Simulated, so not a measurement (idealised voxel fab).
process module | voxel transistor to metal
cross-section cut | 250 nm wide | cells 5 nm
A cross-section is a grid of square cells, given in bands from the top down. A band is one or more rows of cells.
Each band's line starts with the height of the band's top and of its bottom, in nm. Then come its materials from left to right, each with its width in nm. One material with "throughout" fills the band from edge to edge. "air" is empty space.
Height 0 is the level under which the wafer as received is all one material. The lowest band goes on downwards, as in "0 down".
A width such as "30 to 40" changes by the same amount from each row of cells to the next, from the band's top row to its bottom row.
"no change" after a step means that no cell of the cross-section changed.
closed voids: empty space of 8 cells or more with no open way to the top, each as width x height at its distance from the left edge, in nm
after a step's settings: what the simulator itself notes on the step
overlay nm, on a step with a mask: how far to the right of its planned place the mask lay; to the left if negative
plan
1 op RECEIVE | material Si
2 op CONFORMAL_DEP | material SiO2 | thk nm 5
3 op CONFORMAL_DEP | material SiN | thk nm 10
4 op PATTERN | tone cover | mask id ACTIVE | material resist | width nm 95 | pitch nm 125 | thk nm 15 | overlay nm 0
5 op DIRECTIONAL_ETCH | etch materials SiN | depth nm 10
6 op DIRECTIONAL_ETCH | etch materials SiO2 | depth nm 5
7 op DIRECTIONAL_ETCH | etch materials Si | depth nm 25
8 op STRIP | etch materials resist
9 op FILL_DEP | material SiO2 | thk nm 5
10 op CMP | height nm 15
11 op SELECTIVE_ETCH | etch materials SiO2 | depth nm 5
12 op STRIP | etch materials SiN
13 op SELECTIVE_ETCH | etch materials SiO2 | depth nm 5
14 op OXIDIZE | depth nm 5
15 op DIRECTIONAL_DEP | material polySi | thk nm 25
16 op DIRECTIONAL_DEP | material SiCN | thk nm 15
17 op PATTERN | tone cover | mask id GATE | material resist | width nm 25 | pitch nm 125 | thk nm 20 | overlay nm 0
18 op DIRECTIONAL_ETCH | etch materials SiCN | depth nm 25
19 op DIRECTIONAL_ETCH | etch materials polySi | depth nm 35
20 op STRIP | etch materials resist
21 op CONFORMAL_DEP | material SiO2 | thk nm 5
22 op DIRECTIONAL_ETCH | etch materials SiO2 | depth nm 5
23 op CONFORMAL_DEP | material SiN | thk nm 10
24 op DIRECTIONAL_ETCH | etch materials SiN | depth nm 10
25 op DIRECTIONAL_ETCH | etch materials SiO2 | depth nm 5
26 op DIRECTIONAL_ETCH | etch materials Si | depth nm 5
27 op EPI | material pSi | thk nm 10
28 op FILL_DEP | material SiO2 | thk nm 10
29 op CMP | height nm 40
30 op DIRECTIONAL_DEP | material SiO2 | thk nm 15
31 op DIRECTIONAL_DEP | material aC | thk nm 10
32 op PATTERN | tone open | mask id CONTACT | material resist | width nm 25 | thk nm 25 | overlay nm 0
33 op DIRECTIONAL_ETCH | etch materials aC | depth nm 10
34 op STRIP | etch materials resist
35 op DIRECTIONAL_ETCH | etch materials SiO2 | depth nm 50
36 op STRIP | etch materials aC
37 op CONFORMAL_DEP | material TiN | thk nm 5
38 op FILL_DEP | material Ru | thk nm 5
39 op CMP | height nm 55
40 op DIRECTIONAL_DEP | material TiN | thk nm 5
41 op DIRECTIONAL_DEP | material Ru | thk nm 25
42 op MASKED_ETCH | tone cover | mask id METAL_1 | width nm 15 | etch materials Ru | depth nm 25 | overlay nm 0
43 op MASKED_ETCH | tone cover | mask id METAL_1 | width nm 15 | etch materials TiN | depth nm 5 | overlay nm 0
44 op CONFORMAL_DEP | material SiN | thk nm 5
45 op FILL_DEP | material lowk | thk nm 10
46 op CMP | height nm 85
47 op CONFORMAL_DEP | material SiCN | thk nm 5
48 op DIRECTIONAL_DEP | material lowk | thk nm 30
49 op MASKED_ETCH | tone open | mask id METAL_2 | width nm 15 | pitch nm 125 | etch materials lowk | depth nm 20 | overlay nm 0
50 op DIRECTIONAL_DEP | material aC | thk nm 15
51 op PATTERN | tone open | mask id METAL_2_HOLES | material resist | width nm 15 | pitch nm 125 | thk nm 30 | overlay nm 0
52 op DIRECTIONAL_ETCH | etch materials aC | depth nm 15
53 op STRIP | etch materials resist
54 op DIRECTIONAL_ETCH | etch materials lowk | depth nm 10
55 op DIRECTIONAL_ETCH | etch materials SiCN | depth nm 5
56 op STRIP | etch materials aC
57 op CONFORMAL_DEP | material TiN | thk nm 5
58 op FILL_DEP | material Ru | thk nm 5
59 op CMP | height nm 120
60 op CONFORMAL_DEP | material SiN | thk nm 5
as received, after step 1
  0 down: Si throughout
  closed voids: none
a wafer at the end: this start, this plan, one mistake
  125 to 120: SiN throughout
  120 to 115: Ru throughout
  115 to 110: TiN 25 | Ru 5 | TiN 120 | Ru 5 | TiN 95
  110 to 105: lowk 20 | TiN 5 | Ru 5 | TiN 5 | lowk 110 | TiN 5 | Ru 5 | TiN 5 | lowk 90
  105 to 100: lowk 20 | TiN 15 | lowk 110 | TiN 15 | lowk 90
  100 to 90: lowk throughout
  90 to 85: SiCN throughout
  85 to 60: lowk 15 | SiN 5 | Ru 15 | SiN 5 | lowk 45 | SiN 5 | Ru 15 | SiN 5 | lowk 30 | SiN 5 | Ru 15 | SiN 5 | lowk 45 | SiN 5 | Ru 15 | SiN 5 | lowk 15
  60 to 55: SiN 20 | TiN 15 | SiN 55 | TiN 15 | SiN 40 | TiN 15 | SiN 55 | TiN 15 | SiN 20
  55 to 45: SiO2 20 | TiN 5 | Ru 15 | TiN 5 | SiO2 35 | TiN 5 | Ru 15 | TiN 5 | SiO2 40 | TiN 5 | Ru 15 | TiN 5 | SiO2 35 | TiN 5 | Ru 15 | TiN 5 | SiO2 20
  45 to 40: SiO2 20 | TiN 5 | Ru 5 | TiN 15 | SiO2 35 | TiN 15 | Ru 5 | TiN 5 | SiO2 40 | TiN 5 | Ru 5 | TiN 15 | SiO2 35 | TiN 15 | Ru 5 | TiN 5 | SiO2 20
  40 to 25: SiO2 20 | TiN 5 | Ru 5 | TiN 5 | SiN 10 | SiO2 5 | SiCN 25 | SiO2 5 | SiN 10 | TiN 5 | Ru 5 | TiN 5 | SiO2 40 | TiN 5 | Ru 5 | TiN 5 | SiN 10 | SiO2 5 | SiCN 25 | SiO2 5 | SiN 10 | TiN 5 | Ru 5 | TiN 5 | SiO2 20
  25 to 10: SiO2 20 | TiN 5 | Ru 5 | TiN 5 | SiN 10 | SiO2 5 | polySi 25 | SiO2 5 | SiN 10 | TiN 5 | Ru 5 | TiN 5 | SiO2 40 | TiN 5 | Ru 5 | TiN 5 | SiN 10 | SiO2 5 | polySi 25 | SiO2 5 | SiN 10 | TiN 5 | Ru 5 | TiN 5 | SiO2 20
  10 to 5: SiO2 20 | TiN 15 | SiN 10 | SiO2 5 | polySi 25 | SiO2 5 | SiN 10 | TiN 15 | SiO2 40 | TiN 15 | SiN 10 | SiO2 5 | polySi 25 | SiO2 5 | SiN 10 | TiN 15 | SiO2 20
  5 to 0: SiO2 15 | SiN 10 | pSi 10 | SiN 10 | SiO2 5 | polySi 25 | SiO2 5 | SiN 10 | pSi 10 | SiN 10 | SiO2 30 | SiN 10 | pSi 10 | SiN 10 | SiO2 5 | polySi 25 | SiO2 5 | SiN 10 | pSi 10 | SiN 10 | SiO2 15
  0 to -5: SiO2 25 | pSi 10 | SiO2 55 | pSi 10 | SiO2 50 | pSi 10 | SiO2 55 | pSi 10 | SiO2 25
  -5 to -10: SiO2 15 | Si 10 | pSi 10 | Si 55 | pSi 10 | Si 10 | SiO2 30 | Si 10 | pSi 10 | Si 55 | pSi 10 | Si 10 | SiO2 15
  -10 to -25: SiO2 15 | Si 95 | SiO2 30 | Si 95 | SiO2 15
  -25 down: Si throughout
  closed voids: none
what went wrong: step 51 ran as: op PATTERN | tone cover | mask id METAL_2_HOLES | material resist | width nm 15 | pitch nm 125 | thk nm 30 | overlay nm 0
